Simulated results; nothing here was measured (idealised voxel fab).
process module | voxel wiring stack
cross-section cut | 205 nm wide | cells 5 nm
A cross-section is a grid of square cells, given in bands from the top down. A band is one or more rows of cells.
Each band's line starts with the height of the band's top and of its bottom, in nm. Then come its materials from left to right, each with its width in nm. One material with "throughout" fills the band from edge to edge. "air" is empty space.
Height 0 is the level under which the wafer as received is all one material. The lowest band goes on downwards, as in "0 down".
A width such as "30 to 40" changes by the same amount from each row of cells to the next, from the band's top row to its bottom row.
"no change" after a step means that no cell of the cross-section changed.
closed voids: empty space of 8 cells or more with no open way to the top, each as width x height at its distance from the left edge, in nm
after a step's settings: what the simulator itself notes on the step
overlay nm, on a step with a mask: how far to the right of its planned place the mask lay; to the left if negative
plan
1 op RECEIVE | material Si
2 op CONFORMAL_DEP | material SiO2 | thk nm 10
3 op DIRECTIONAL_DEP | material TiN | thk nm 5
4 op DIRECTIONAL_DEP | material Ru | thk nm 15
5 op MASKED_ETCH | tone cover | mask id METAL_1 | width nm 25 | pitch nm 45 | etch materials Ru | depth nm 15 | overlay nm 0
6 op MASKED_ETCH | tone cover | mask id METAL_1 | width nm 25 | pitch nm 45 | etch materials TiN | depth nm 5 | overlay nm 0
7 op FILL_DEP | material lowk | thk nm 5
8 op CMP | height nm 30
9 op CONFORMAL_DEP | material SiCN | thk nm 5
10 op DIRECTIONAL_DEP | material lowk | thk nm 35
11 op DIRECTIONAL_DEP | material aC | thk nm 15
12 op PATTERN | tone open | mask id METAL_2_HOLES | material resist | width nm 15 | pitch nm 45 | thk nm 30 | overlay nm 0
13 op DIRECTIONAL_ETCH | etch materials aC | depth nm 15
14 op STRIP | etch materials resist
15 op DIRECTIONAL_ETCH | etch materials lowk | depth nm 35
16 op STRIP | etch materials aC
17 op PATTERN | tone open | mask id METAL_2 | material resist | width nm 25 | pitch nm 45 | thk nm 20 | overlay nm 0
18 op DIRECTIONAL_ETCH | etch materials lowk | depth nm 20
19 op DIRECTIONAL_ETCH | etch materials SiCN | depth nm 5
20 op STRIP | etch materials resist
21 op CONFORMAL_DEP | material TiN | thk nm 5
22 op FILL_DEP | material Cu | thk nm 5
23 op CMP | height nm 70
24 op CONFORMAL_DEP | material SiCN | thk nm 5
25 op DIRECTIONAL_DEP | material lowk | thk nm 20
26 op PATTERN | tone open | mask id PLUG_2 | material resist | width nm 15 | pitch nm 90 | thk nm 15 | overlay nm 0
27 op DIRECTIONAL_ETCH | etch materials lowk | depth nm 20
28 op DIRECTIONAL_ETCH | etch materials SiCN | depth nm 5
29 op STRIP | etch materials resist
30 op CONFORMAL_DEP | material TiN | thk nm 5
31 op FILL_DEP | material W | thk nm 10
32 op CMP | height nm 95
33 op DIRECTIONAL_DEP | material TiN | thk nm 5
34 op DIRECTIONAL_DEP | material W | thk nm 15
35 op MASKED_ETCH | tone cover | mask id METAL_3 | width nm 25 | pitch nm 45 | etch materials W | depth nm 15 | overlay nm 0
36 op MASKED_ETCH | tone cover | mask id METAL_3 | width nm 25 | pitch nm 45 | etch materials TiN | depth nm 5 | overlay nm 0
37 op CONFORMAL_DEP | material SiN | thk nm 5
38 op FILL_DEP | material SiO2 | thk nm 5
39 op CMP | height nm 115
40 op CONFORMAL_DEP | material SiCN | thk nm 5
first wafer, as planned
as received, after step 1
  0 down: Si throughout
  closed voids: none
after step 2
  10 to 0: SiO2 throughout
  below 0: unchanged
after step 3
  15 to 10: TiN throughout
  below 10: unchanged
after step 4
  30 to 15: Ru throughout
  below 15: unchanged
after step 5
  30 to 15: air 20 | Ru 25 | air 20 | Ru 25 | air 20 | Ru 25 | air 20 | Ru 25 | air 25
  below 15: unchanged
after step 6
  30 to 15: air 20 | Ru 25 | air 20 | Ru 25 | air 20 | Ru 25 | air 20 | Ru 25 | air 25
  15 to 10: air 20 | TiN 25 | air 20 | TiN 25 | air 20 | TiN 25 | air 20 | TiN 25 | air 25
  below 10: unchanged
after step 7
  35 to 30: lowk throughout
  30 to 15: lowk 20 | Ru 25 | lowk 20 | Ru 25 | lowk 20 | Ru 25 | lowk 20 | Ru 25 | lowk 25
  15 to 10: lowk 20 | TiN 25 | lowk 20 | TiN 25 | lowk 20 | TiN 25 | lowk 20 | TiN 25 | lowk 25
  below 10: unchanged
after step 8
  30 to 15: lowk 20 | Ru 25 | lowk 20 | Ru 25 | lowk 20 | Ru 25 | lowk 20 | Ru 25 | lowk 25
  below 15: unchanged
after step 9
  35 to 30: SiCN throughout
  below 30: unchanged
after step 10
  70 to 35: lowk throughout
  below 35: unchanged
after step 11
  85 to 70: aC throughout
  below 70: unchanged
after step 12
  115 to 85: resist 20 | air 15 | resist 30 | air 15 | resist 30 | air 15 | resist 30 | air 15 | resist 35
  below 85: unchanged
after step 13
  100 to 85: resist 20 | air 15 | resist 30 | air 15 | resist 30 | air 15 | resist 30 | air 15 | resist 35
  85 to 70: aC 20 | air 15 | aC 30 | air 15 | aC 30 | air 15 | aC 30 | air 15 | aC 35
  below 70: unchanged
after step 14
  85 to 70: aC 20 | air 15 | aC 30 | air 15 | aC 30 | air 15 | aC 30 | air 15 | aC 35
  below 70: unchanged
after step 15
  85 to 70: aC 20 | air 15 | aC 30 | air 15 | aC 30 | air 15 | aC 30 | air 15 | aC 35
  70 to 35: lowk 20 | air 15 | lowk 30 | air 15 | lowk 30 | air 15 | lowk 30 | air 15 | lowk 35
  below 35: unchanged
after step 16
  70 to 35: lowk 20 | air 15 | lowk 30 | air 15 | lowk 30 | air 15 | lowk 30 | air 15 | lowk 35
  below 35: unchanged
after step 17
  90 to 70: resist 20 | air 25 | resist 20 | air 25 | resist 20 | air 25 | resist 20 | air 25 | resist 25
  below 70: unchanged
after step 18
  90 to 70: resist 20 | air 25 | resist 20 | air 25 | resist 20 | air 25 | resist 20 | air 25 | resist 25
  70 to 50: lowk 20 | air 25 | lowk 20 | air 25 | lowk 20 | air 25 | lowk 20 | air 25 | lowk 25
  below 50: unchanged
after step 19
  90 to 70: resist 20 | air 25 | resist 20 | air 25 | resist 20 | air 25 | resist 20 | air 25 | resist 25
  70 to 50: lowk 20 | air 25 | lowk 20 | air 25 | lowk 20 | air 25 | lowk 20 | air 25 | lowk 25
  50 to 35: lowk 20 | air 15 | lowk 30 | air 15 | lowk 30 | air 15 | lowk 30 | air 15 | lowk 35
  35 to 30: SiCN 20 | air 15 | SiCN 30 | air 15 | SiCN 30 | air 15 | SiCN 30 | air 15 | SiCN 35
  below 30: unchanged
after step 20
  70 to 50: lowk 20 | air 25 | lowk 20 | air 25 | lowk 20 | air 25 | lowk 20 | air 25 | lowk 25
  below 50: unchanged
after step 21
  75 to 70: TiN 25 | air 15 | TiN 30 | air 15 | TiN 30 | air 15 | TiN 30 | air 15 | TiN 30
  70 to 55: lowk 20 | TiN 5 | air 15 | TiN 5 | lowk 20 | TiN 5 | air 15 | TiN 5 | lowk 20 | TiN 5 | air 15 | TiN 5 | lowk 20 | TiN 5 | air 15 | TiN 5 | lowk 25
  55 to 50: lowk 20 | TiN 5 | air 5 | TiN 15 | lowk 20 | TiN 5 | air 5 | TiN 15 | lowk 20 | TiN 5 | air 5 | TiN 15 | lowk 20 | TiN 5 | air 5 | TiN 15 | lowk 25
  50 to 35: lowk 20 | TiN 5 | air 5 | TiN 5 | lowk 30 | TiN 5 | air 5 | TiN 5 | lowk 30 | TiN 5 | air 5 | TiN 5 | lowk 30 | TiN 5 | air 5 | TiN 5 | lowk 35
  35 to 30: SiCN 20 | TiN 15 | SiCN 30 | TiN 15 | SiCN 30 | TiN 15 | SiCN 30 | TiN 15 | SiCN 35
  below 30: unchanged
after step 22
  80 to 75: Cu throughout
  75 to 70: TiN 25 | Cu 15 | TiN 30 | Cu 15 | TiN 30 | Cu 15 | TiN 30 | Cu 15 | TiN 30
  70 to 55: lowk 20 | TiN 5 | Cu 15 | TiN 5 | lowk 20 | TiN 5 | Cu 15 | TiN 5 | lowk 20 | TiN 5 | Cu 15 | TiN 5 | lowk 20 | TiN 5 | Cu 15 | TiN 5 | lowk 25
  55 to 50: lowk 20 | TiN 5 | Cu 5 | TiN 15 | lowk 20 | TiN 5 | Cu 5 | TiN 15 | lowk 20 | TiN 5 | Cu 5 | TiN 15 | lowk 20 | TiN 5 | Cu 5 | TiN 15 | lowk 25
  50 to 35: lowk 20 | TiN 5 | Cu 5 | TiN 5 | lowk 30 | TiN 5 | Cu 5 | TiN 5 | lowk 30 | TiN 5 | Cu 5 | TiN 5 | lowk 30 | TiN 5 | Cu 5 | TiN 5 | lowk 35
  below 35: unchanged
after step 23
  70 to 55: lowk 20 | TiN 5 | Cu 15 | TiN 5 | lowk 20 | TiN 5 | Cu 15 | TiN 5 | lowk 20 | TiN 5 | Cu 15 | TiN 5 | lowk 20 | TiN 5 | Cu 15 | TiN 5 | lowk 25
  below 55: unchanged
after step 24
  75 to 70: SiCN throughout
  below 70: unchanged
after step 25
  95 to 75: lowk throughout
  below 75: unchanged
after step 26
  110 to 95: resist 20 | air 15 | resist 75 | air 15 | resist 80
  below 95: unchanged
after step 27
  110 to 95: resist 20 | air 15 | resist 75 | air 15 | resist 80
  95 to 75: lowk 20 | air 15 | lowk 75 | air 15 | lowk 80
  below 75: unchanged
after step 28
  110 to 95: resist 20 | air 15 | resist 75 | air 15 | resist 80
  95 to 75: lowk 20 | air 15 | lowk 75 | air 15 | lowk 80
  75 to 70: SiCN 20 | air 15 | SiCN 75 | air 15 | SiCN 80
  below 70: unchanged
after step 29
  95 to 75: lowk 20 | air 15 | lowk 75 | air 15 | lowk 80
  below 75: unchanged
after step 30
  100 to 95: TiN 25 | air 5 | TiN 85 | air 5 | TiN 85
  95 to 75: lowk 20 | TiN 5 | air 5 | TiN 5 | lowk 75 | TiN 5 | air 5 | TiN 5 | lowk 80
  75 to 70: SiCN 20 | TiN 15 | SiCN 75 | TiN 15 | SiCN 80
  below 70: unchanged
after step 31
  110 to 100: W throughout
  100 to 95: TiN 25 | W 5 | TiN 85 | W 5 | TiN 85
  95 to 75: lowk 20 | TiN 5 | W 5 | TiN 5 | lowk 75 | TiN 5 | W 5 | TiN 5 | lowk 80
  below 75: unchanged
after step 32
  95 to 75: lowk 20 | TiN 5 | W 5 | TiN 5 | lowk 75 | TiN 5 | W 5 | TiN 5 | lowk 80
  below 75: unchanged
after step 33
  100 to 95: TiN throughout
  below 95: unchanged
after step 34
  115 to 100: W throughout
  below 100: unchanged
after step 35
  115 to 100: air 20 | W 25 | air 20 | W 25 | air 20 | W 25 | air 20 | W 25 | air 25
  below 100: unchanged
after step 36
  115 to 100: air 20 | W 25 | air 20 | W 25 | air 20 | W 25 | air 20 | W 25 | air 25
  100 to 95: air 20 | TiN 25 | air 20 | TiN 25 | air 20 | TiN 25 | air 20 | TiN 25 | air 25
  below 95: unchanged
after step 37
  120 to 115: air 15 | SiN 35 | air 10 | SiN 35 | air 10 | SiN 35 | air 10 | SiN 35 | air 20
  115 to 100: air 15 | SiN 5 | W 25 | SiN 5 | air 10 | SiN 5 | W 25 | SiN 5 | air 10 | SiN 5 | W 25 | SiN 5 | air 10 | SiN 5 | W 25 | SiN 5 | air 20
  100 to 95: SiN 20 | TiN 25 | SiN 20 | TiN 25 | SiN 20 | TiN 25 | SiN 20 | TiN 25 | SiN 25
  below 95: unchanged
after step 38
  125 to 120: SiO2 throughout
  120 to 115: SiO2 15 | SiN 35 | SiO2 10 | SiN 35 | SiO2 10 | SiN 35 | SiO2 10 | SiN 35 | SiO2 20
  115 to 100: SiO2 15 | SiN 5 | W 25 | SiN 5 | SiO2 10 | SiN 5 | W 25 | SiN 5 | SiO2 10 | SiN 5 | W 25 | SiN 5 | SiO2 10 | SiN 5 | W 25 | SiN 5 | SiO2 20
  below 100: unchanged
after step 39
  115 to 100: SiO2 15 | SiN 5 | W 25 | SiN 5 | SiO2 10 | SiN 5 | W 25 | SiN 5 | SiO2 10 | SiN 5 | W 25 | SiN 5 | SiO2 10 | SiN 5 | W 25 | SiN 5 | SiO2 20
  below 100: unchanged
after step 40
  120 to 115: SiCN throughout
  below 115: unchanged
second wafer: like start, like plan, one mistake. Through step 16 it matches the first wafer
when step 17 should have ended
  90 to 70: resist 25 | air 25 | resist 20 | air 25 | resist 20 | air 25 | resist 20 | air 25 | resist 20
  70 to 35: lowk 20 | resist 5 | air 10 | lowk 30 | resist 5 | air 10 | lowk 30 | resist 5 | air 10 | lowk 30 | resist 5 | air 10 | lowk 35
  below 35: unchanged
when step 18 should have ended
  90 to 70: resist 25 | air 25 | resist 20 | air 25 | resist 20 | air 25 | resist 20 | air 25 | resist 20
  70 to 50: lowk 20 | resist 5 | air 25 | lowk 15 | resist 5 | air 25 | lowk 15 | resist 5 | air 25 | lowk 15 | resist 5 | air 25 | lowk 20
  below 50: unchanged
when step 19 should have ended
  90 to 70: resist 25 | air 25 | resist 20 | air 25 | resist 20 | air 25 | resist 20 | air 25 | resist 20
  70 to 50: lowk 20 | resist 5 | air 25 | lowk 15 | resist 5 | air 25 | lowk 15 | resist 5 | air 25 | lowk 15 | resist 5 | air 25 | lowk 20
  50 to 35: lowk 20 | resist 5 | air 10 | lowk 30 | resist 5 | air 10 | lowk 30 | resist 5 | air 10 | lowk 30 | resist 5 | air 10 | lowk 35
  35 to 30: SiCN 25 | air 10 | SiCN 35 | air 10 | SiCN 35 | air 10 | SiCN 35 | air 10 | SiCN 35
  below 30: unchanged
when step 20 should have ended
  70 to 50: lowk 20 | air 30 | lowk 15 | air 30 | lowk 15 | air 30 | lowk 15 | air 30 | lowk 20
  50 to 35: lowk 20 | air 15 | lowk 30 | air 15 | lowk 30 | air 15 | lowk 30 | air 15 | lowk 35
  below 35: unchanged
when step 21 should have ended
  75 to 70: TiN 25 | air 20 | TiN 25 | air 20 | TiN 25 | air 20 | TiN 25 | air 20 | TiN 25
  70 to 55: lowk 20 | TiN 5 | air 20 | TiN 5 | lowk 15 | TiN 5 | air 20 | TiN 5 | lowk 15 | TiN 5 | air 20 | TiN 5 | lowk 15 | TiN 5 | air 20 | TiN 5 | lowk 20
  55 to 50: lowk 20 | TiN 5 | air 5 | TiN 20 | lowk 15 | TiN 5 | air 5 | TiN 20 | lowk 15 | TiN 5 | air 5 | TiN 20 | lowk 15 | TiN 5 | air 5 | TiN 20 | lowk 20
  50 to 40: lowk 20 | TiN 5 | air 5 | TiN 5 | lowk 30 | TiN 5 | air 5 | TiN 5 | lowk 30 | TiN 5 | air 5 | TiN 5 | lowk 30 | TiN 5 | air 5 | TiN 5 | lowk 35
  40 to 35: lowk 20 | TiN 15 | lowk 30 | TiN 15 | lowk 30 | TiN 15 | lowk 30 | TiN 15 | lowk 35
  35 to 30: SiCN 25 | TiN 10 | SiCN 35 | TiN 10 | SiCN 35 | TiN 10 | SiCN 35 | TiN 10 | SiCN 35
  below 30: unchanged
when step 22 should have ended
  80 to 75: Cu throughout
  75 to 70: TiN 25 | Cu 20 | TiN 25 | Cu 20 | TiN 25 | Cu 20 | TiN 25 | Cu 20 | TiN 25
  70 to 55: lowk 20 | TiN 5 | Cu 20 | TiN 5 | lowk 15 | TiN 5 | Cu 20 | TiN 5 | lowk 15 | TiN 5 | Cu 20 | TiN 5 | lowk 15 | TiN 5 | Cu 20 | TiN 5 | lowk 20
  55 to 50: lowk 20 | TiN 5 | Cu 5 | TiN 20 | lowk 15 | TiN 5 | Cu 5 | TiN 20 | lowk 15 | TiN 5 | Cu 5 | TiN 20 | lowk 15 | TiN 5 | Cu 5 | TiN 20 | lowk 20
  50 to 40: lowk 20 | TiN 5 | Cu 5 | TiN 5 | lowk 30 | TiN 5 | Cu 5 | TiN 5 | lowk 30 | TiN 5 | Cu 5 | TiN 5 | lowk 30 | TiN 5 | Cu 5 | TiN 5 | lowk 35
  below 40: unchanged
when step 23 should have ended
  70 to 55: lowk 20 | TiN 5 | Cu 20 | TiN 5 | lowk 15 | TiN 5 | Cu 20 | TiN 5 | lowk 15 | TiN 5 | Cu 20 | TiN 5 | lowk 15 | TiN 5 | Cu 20 | TiN 5 | lowk 20
  below 55: unchanged
when step 24 should have ended
  75 to 70: SiCN throughout
  below 70: unchanged
when step 25 should have ended
  95 to 75: lowk throughout
  below 75: unchanged
when step 26 should have ended
  110 to 95: resist 20 | air 15 | resist 75 | air 15 | resist 80
  below 95: unchanged
when step 27 should have ended
  110 to 95: resist 20 | air 15 | resist 75 | air 15 | resist 80
  95 to 75: lowk 20 | air 15 | lowk 75 | air 15 | lowk 80
  below 75: unchanged
when step 28 should have ended
  110 to 95: resist 20 | air 15 | resist 75 | air 15 | resist 80
  95 to 75: lowk 20 | air 15 | lowk 75 | air 15 | lowk 80
  75 to 70: SiCN 20 | air 15 | SiCN 75 | air 15 | SiCN 80
  below 70: unchanged
when step 29 should have ended
  95 to 75: lowk 20 | air 15 | lowk 75 | air 15 | lowk 80
  below 75: unchanged
when step 30 should have ended
  100 to 95: TiN 25 | air 5 | TiN 85 | air 5 | TiN 85
  95 to 75: lowk 20 | TiN 5 | air 5 | TiN 5 | lowk 75 | TiN 5 | air 5 | TiN 5 | lowk 80
  75 to 70: SiCN 20 | TiN 15 | SiCN 75 | TiN 15 | SiCN 80
  below 70: unchanged
when step 31 should have ended
  110 to 100: W throughout
  100 to 95: TiN 25 | W 5 | TiN 85 | W 5 | TiN 85
  95 to 75: lowk 20 | TiN 5 | W 5 | TiN 5 | lowk 75 | TiN 5 | W 5 | TiN 5 | lowk 80
  below 75: unchanged
when step 32 should have ended
  95 to 75: lowk 20 | TiN 5 | W 5 | TiN 5 | lowk 75 | TiN 5 | W 5 | TiN 5 | lowk 80
  below 75: unchanged
when step 33 should have ended
  100 to 95: TiN throughout
  below 95: unchanged
when step 34 should have ended
  115 to 100: W throughout
  below 100: unchanged
when step 35 should have ended
  115 to 100: air 20 | W 25 | air 20 | W 25 | air 20 | W 25 | air 20 | W 25 | air 25
  below 100: unchanged
when step 36 should have ended
  115 to 100: air 20 | W 25 | air 20 | W 25 | air 20 | W 25 | air 20 | W 25 | air 25
  100 to 95: air 20 | TiN 25 | air 20 | TiN 25 | air 20 | TiN 25 | air 20 | TiN 25 | air 25
  below 95: unchanged
when step 37 should have ended
  120 to 115: air 15 | SiN 35 | air 10 | SiN 35 | air 10 | SiN 35 | air 10 | SiN 35 | air 20
  115 to 100: air 15 | SiN 5 | W 25 | SiN 5 | air 10 | SiN 5 | W 25 | SiN 5 | air 10 | SiN 5 | W 25 | SiN 5 | air 10 | SiN 5 | W 25 | SiN 5 | air 20
  100 to 95: SiN 20 | TiN 25 | SiN 20 | TiN 25 | SiN 20 | TiN 25 | SiN 20 | TiN 25 | SiN 25
  below 95: unchanged
when step 38 should have ended
  125 to 120: SiO2 throughout
  120 to 115: SiO2 15 | SiN 35 | SiO2 10 | SiN 35 | SiO2 10 | SiN 35 | SiO2 10 | SiN 35 | SiO2 20
  115 to 100: SiO2 15 | SiN 5 | W 25 | SiN 5 | SiO2 10 | SiN 5 | W 25 | SiN 5 | SiO2 10 | SiN 5 | W 25 | SiN 5 | SiO2 10 | SiN 5 | W 25 | SiN 5 | SiO2 20
  below 100: unchanged
when step 39 should have ended
  115 to 100: SiO2 15 | SiN 5 | W 25 | SiN 5 | SiO2 10 | SiN 5 | W 25 | SiN 5 | SiO2 10 | SiN 5 | W 25 | SiN 5 | SiO2 10 | SiN 5 | W 25 | SiN 5 | SiO2 20
  below 100: unchanged
when step 40 should have ended
  120 to 115: SiCN throughout
  below 115: unchanged
what went wrong: step 17 ran as: op PATTERN | tone open | mask id METAL_2 | material resist | width nm 25 | pitch nm 45 | thk nm 20 | overlay nm 5
at the end the second wafer has, in cells: 8 more of Cu | 4 more of SiCN | 4 more of TiN | 16 fewer of lowk
